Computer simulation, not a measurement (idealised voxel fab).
Process module, titled voxel air gaps
Section cut is 190 nm wide and gridded with 5 nm square cells.
We lay out every cross-section as a grid of square cells and spell it out in bands from the top down, where one band means one or more rows of cells.
Basically the band line says how high the top is and how high the bottom is, in nm, and then what's in it from left to right, every material with its width in nm. Empty space shows up as "blank", and if a single material carries "full width" it runs the full band edge to edge.
For the purposes of this specification, 0 denotes the height below which the wafer in its as-received condition is composed wholly of one material, and the lowermost band, lacking a lower limit, extends downward without end, as expressed in "from 0 down".
With a width like "30->40", each row of cells in the band differs from the next by the same amount, the top row carrying the first number and the bottom row the second.
A step reported as "nothing got changed" is a step in which no cell of the cross-section changed.
Basically, "Closed void list" tells you about the enclosed voids: empty spaces with no open way to the top, 8 cells or bigger, each written width x height at distance, where distance is from the left edge, all in nm.
Where a step's line continues beyond its settings, the continuation is a remark by the simulator itself on that step.
If you see "overlay nm" on a step's line and that step has a mask, it's telling you how far right of where it was planned the mask ended up; a negative number means it went left instead.

These are the steps we planned for the process:
step 1: RECEIVE [material Si]
step 2: CONFORMAL_DEP [material SiO2] [thk nm 15]
step 3: CONFORMAL_DEP [material SiCN] [thk nm 5]
step 4: DIRECTIONAL_DEP [material lowk] [thk nm 35]
step 5: DIRECTIONAL_DEP [material aC] [thk nm 15]
step 6: PATTERN [tone open] [mask id LINES] [material resist] [width nm 15] [pitch nm 45] [thk nm 30] [overlay nm 0]
step 7: DIRECTIONAL_ETCH [etch materials aC] [depth nm 15]
step 8: STRIP [etch materials resist]
step 9: DIRECTIONAL_ETCH [etch materials lowk] [depth nm 35]
step 10: STRIP [etch materials aC]
step 11: CONFORMAL_DEP [material TiN] [thk nm 5]
step 12: FILL_DEP [material Cu] [thk nm 10]
step 13: CMP [height nm 55]
step 14: EPI [material Ru] [thk nm 10]
step 15: SELECTIVE_ETCH [etch materials lowk] [depth nm 45]
step 16: CONFORMAL_DEP [material SiCN] [thk nm 5]

First wafer, two in total, run as planned:

Incoming wafer, cross-sectional view, post step 1:
  from 0 down | Si full width
  Closed void list: none

Upon completion of step 2, the wafer appears in cross-section as shown:
  from 15 to 0 | SiO2 full width
  Under 0: no change, same as before.

Upon completion of step 3, the wafer appears in cross-section as shown:
  from 20 to 15 | SiCN full width
  Under 15: no change, same as before.

Upon completion of step 4, the wafer appears in cross-section as shown:
  from 55 to 20 | lowk full width
  Under 20: no change, same as before.

Upon completion of step 5, the wafer appears in cross-section as shown:
  from 70 to 55 | aC full width
  Under 55: no change, same as before.

Upon completion of step 6, the wafer appears in cross-section as shown:
  from 100 to 70 | resist (40) | blank (15) | resist (30) | blank (15) | resist (30) | blank (15) | resist (45)
  Under 70: no change, same as before.

Upon completion of step 7, the wafer appears in cross-section as shown:
  from 85 to 70 | resist (40) | blank (15) | resist (30) | blank (15) | resist (30) | blank (15) | resist (45)
  from 70 to 55 | aC (40) | blank (15) | aC (30) | blank (15) | aC (30) | blank (15) | aC (45)
  Under 55: no change, same as before.

Upon completion of step 8, the wafer appears in cross-section as shown:
  from 70 to 55 | aC (40) | blank (15) | aC (30) | blank (15) | aC (30) | blank (15) | aC (45)
  Under 55: no change, same as before.

Upon completion of step 9, the wafer appears in cross-section as shown:
  from 70 to 55 | aC (40) | blank (15) | aC (30) | blank (15) | aC (30) | blank (15) | aC (45)
  from 55 to 20 | lowk (40) | blank (15) | lowk (30) | blank (15) | lowk (30) | blank (15) | lowk (45)
  Under 20: no change, same as before.

Upon completion of step 10, the wafer appears in cross-section as shown:
  from 55 to 20 | lowk (40) | blank (15) | lowk (30) | blank (15) | lowk (30) | blank (15) | lowk (45)
  Under 20: no change, same as before.

Upon completion of step 11, the wafer appears in cross-section as shown:
  from 60 to 55 | TiN (45) | blank (5) | TiN (40) | blank (5) | TiN (40) | blank (5) | TiN (50)
  from 55 to 25 | lowk (40) | TiN (5) | blank (5) | TiN (5) | lowk (30) | TiN (5) | blank (5) | TiN (5) | lowk (30) | TiN (5) | blank (5) | TiN (5) | lowk (45)
  from 25 to 20 | lowk (40) | TiN (15) | lowk (30) | TiN (15) | lowk (30) | TiN (15) | lowk (45)
  Under 20: no change, same as before.

Upon completion of step 12, the wafer appears in cross-section as shown:
  from 70 to 60 | Cu full width
  from 60 to 55 | TiN (45) | Cu (5) | TiN (40) | Cu (5) | TiN (40) | Cu (5) | TiN (50)
  from 55 to 25 | lowk (40) | TiN (5) | Cu (5) | TiN (5) | lowk (30) | TiN (5) | Cu (5) | TiN (5) | lowk (30) | TiN (5) | Cu (5) | TiN (5) | lowk (45)
  Under 25: no change, same as before.

Upon completion of step 13, the wafer appears in cross-section as shown:
  from 55 to 25 | lowk (40) | TiN (5) | Cu (5) | TiN (5) | lowk (30) | TiN (5) | Cu (5) | TiN (5) | lowk (30) | TiN (5) | Cu (5) | TiN (5) | lowk (45)
  Under 25: no change, same as before.

Upon completion of step 14, the wafer appears in cross-section as shown:
  from 65 to 55 | blank (30) | Ru (35) | blank (10) | Ru (35) | blank (10) | Ru (35) | blank (35)
  Under 55: no change, same as before.

Upon completion of step 15, the wafer appears in cross-section as shown:
  from 65 to 55 | blank (30) | Ru (35) | blank (10) | Ru (35) | blank (10) | Ru (35) | blank (35)
  from 55 to 25 | blank (40) | TiN (5) | Cu (5) | TiN (5) | blank (30) | TiN (5) | Cu (5) | TiN (5) | blank (30) | TiN (5) | Cu (5) | TiN (5) | blank (45)
  from 25 to 20 | blank (40) | TiN (15) | blank (30) | TiN (15) | blank (30) | TiN (15) | blank (45)
  Under 20: no change, same as before.

Upon completion of step 16, the wafer appears in cross-section as shown:
  from 70 to 65 | blank (25) | SiCN (135) | blank (30)
  from 65 to 55 | blank (25) | SiCN (5) | Ru (35) | SiCN (10) | Ru (35) | SiCN (10) | Ru (35) | SiCN (5) | blank (30)
  from 55 to 50 | blank (25) | SiCN (15) | TiN (5) | Cu (5) | TiN (5) | SiCN (30) | TiN (5) | Cu (5) | TiN (5) | SiCN (30) | TiN (5) | Cu (5) | TiN (5) | SiCN (15) | blank (30)
  from 50 to 25 | blank (35) | SiCN (5) | TiN (5) | Cu (5) | TiN (5) | SiCN (5) | blank (20) | SiCN (5) | TiN (5) | Cu (5) | TiN (5) | SiCN (5) | blank (20) | SiCN (5) | TiN (5) | Cu (5) | TiN (5) | SiCN (5) | blank (40)
  from 25 to 20 | SiCN (40) | TiN (15) | SiCN (30) | TiN (15) | SiCN (30) | TiN (15) | SiCN (45)
  Under 20: no change, same as before.
  Closed void list: 20 x 25 at 60; 20 x 25 at 105

Second Wafer (Identical Start and Plan, One Processing Error; Matches First Wafer Through Step 1):

Cross-sectional view of the second wafer at the intended end time of process step 2:
  from 5 to 0 | SiCN full width
  Under 0: no change, same as before.

Cross-sectional view of the second wafer at the intended end time of process step 3:
  from 20 to 5 | SiO2 full width
  Under 5: no change, same as before.

Cross-sectional view of the second wafer at the intended end time of process step 4:
  from 55 to 20 | lowk full width
  Under 20: no change, same as before.

Cross-sectional view of the second wafer at the intended end time of process step 5:
  from 70 to 55 | aC full width
  Under 55: no change, same as before.

Cross-sectional view of the second wafer at the intended end time of process step 6:
  from 100 to 70 | resist (40) | blank (15) | resist (30) | blank (15) | resist (30) | blank (15) | resist (45)
  Under 70: no change, same as before.

Cross-sectional view of the second wafer at the intended end time of process step 7:
  from 85 to 70 | resist (40) | blank (15) | resist (30) | blank (15) | resist (30) | blank (15) | resist (45)
  from 70 to 55 | aC (40) | blank (15) | aC (30) | blank (15) | aC (30) | blank (15) | aC (45)
  Under 55: no change, same as before.

Cross-sectional view of the second wafer at the intended end time of process step 8:
  from 70 to 55 | aC (40) | blank (15) | aC (30) | blank (15) | aC (30) | blank (15) | aC (45)
  Under 55: no change, same as before.

Cross-sectional view of the second wafer at the intended end time of process step 9:
  from 70 to 55 | aC (40) | blank (15) | aC (30) | blank (15) | aC (30) | blank (15) | aC (45)
  from 55 to 20 | lowk (40) | blank (15) | lowk (30) | blank (15) | lowk (30) | blank (15) | lowk (45)
  Under 20: no change, same as before.

Cross-sectional view of the second wafer at the intended end time of process step 10:
  from 55 to 20 | lowk (40) | blank (15) | lowk (30) | blank (15) | lowk (30) | blank (15) | lowk (45)
  Under 20: no change, same as before.

Cross-sectional view of the second wafer at the intended end time of process step 11:
  from 60 to 55 | TiN (45) | blank (5) | TiN (40) | blank (5) | TiN (40) | blank (5) | TiN (50)
  from 55 to 25 | lowk (40) | TiN (5) | blank (5) | TiN (5) | lowk (30) | TiN (5) | blank (5) | TiN (5) | lowk (30) | TiN (5) | blank (5) | TiN (5) | lowk (45)
  from 25 to 20 | lowk (40) | TiN (15) | lowk (30) | TiN (15) | lowk (30) | TiN (15) | lowk (45)
  Under 20: no change, same as before.

Cross-sectional view of the second wafer at the intended end time of process step 12:
  from 70 to 60 | Cu full width
  from 60 to 55 | TiN (45) | Cu (5) | TiN (40) | Cu (5) | TiN (40) | Cu (5) | TiN (50)
  from 55 to 25 | lowk (40) | TiN (5) | Cu (5) | TiN (5) | lowk (30) | TiN (5) | Cu (5) | TiN (5) | lowk (30) | TiN (5) | Cu (5) | TiN (5) | lowk (45)
  Under 25: no change, same as before.

Cross-sectional view of the second wafer at the intended end time of process step 13:
  from 55 to 25 | lowk (40) | TiN (5) | Cu (5) | TiN (5) | lowk (30) | TiN (5) | Cu (5) | TiN (5) | lowk (30) | TiN (5) | Cu (5) | TiN (5) | lowk (45)
  Under 25: no change, same as before.

Cross-sectional view of the second wafer at the intended end time of process step 14:
  from 65 to 55 | blank (30) | Ru (35) | blank (10) | Ru (35) | blank (10) | Ru (35) | blank (35)
  Under 55: no change, same as before.

Cross-sectional view of the second wafer at the intended end time of process step 15:
  from 65 to 55 | blank (30) | Ru (35) | blank (10) | Ru (35) | blank (10) | Ru (35) | blank (35)
  from 55 to 25 | blank (40) | TiN (5) | Cu (5) | TiN (5) | blank (30) | TiN (5) | Cu (5) | TiN (5) | blank (30) | TiN (5) | Cu (5) | TiN (5) | blank (45)
  from 25 to 20 | blank (40) | TiN (15) | blank (30) | TiN (15) | blank (30) | TiN (15) | blank (45)
  Under 20: no change, same as before.

Cross-sectional view of the second wafer at the intended end time of process step 16:
  from 70 to 65 | blank (25) | SiCN (135) | blank (30)
  from 65 to 55 | blank (25) | SiCN (5) | Ru (35) | SiCN (10) | Ru (35) | SiCN (10) | Ru (35) | SiCN (5) | blank (30)
  from 55 to 50 | blank (25) | SiCN (15) | TiN (5) | Cu (5) | TiN (5) | SiCN (30) | TiN (5) | Cu (5) | TiN (5) | SiCN (30) | TiN (5) | Cu (5) | TiN (5) | SiCN (15) | blank (30)
  from 50 to 25 | blank (35) | SiCN (5) | TiN (5) | Cu (5) | TiN (5) | SiCN (5) | blank (20) | SiCN (5) | TiN (5) | Cu (5) | TiN (5) | SiCN (5) | blank (20) | SiCN (5) | TiN (5) | Cu (5) | TiN (5) | SiCN (5) | blank (40)
  from 25 to 20 | SiCN (40) | TiN (15) | SiCN (30) | TiN (15) | SiCN (30) | TiN (15) | SiCN (45)
  Under 20: no change, same as before.
  Closed void list: 20 x 25 at 60; 20 x 25 at 105
Against the plan, the run slipped here: plan steps 2 and 3 run swapped
At the end, each material covers as many cells on the second wafer as it does on the first, though the cells it covers are elsewhere.
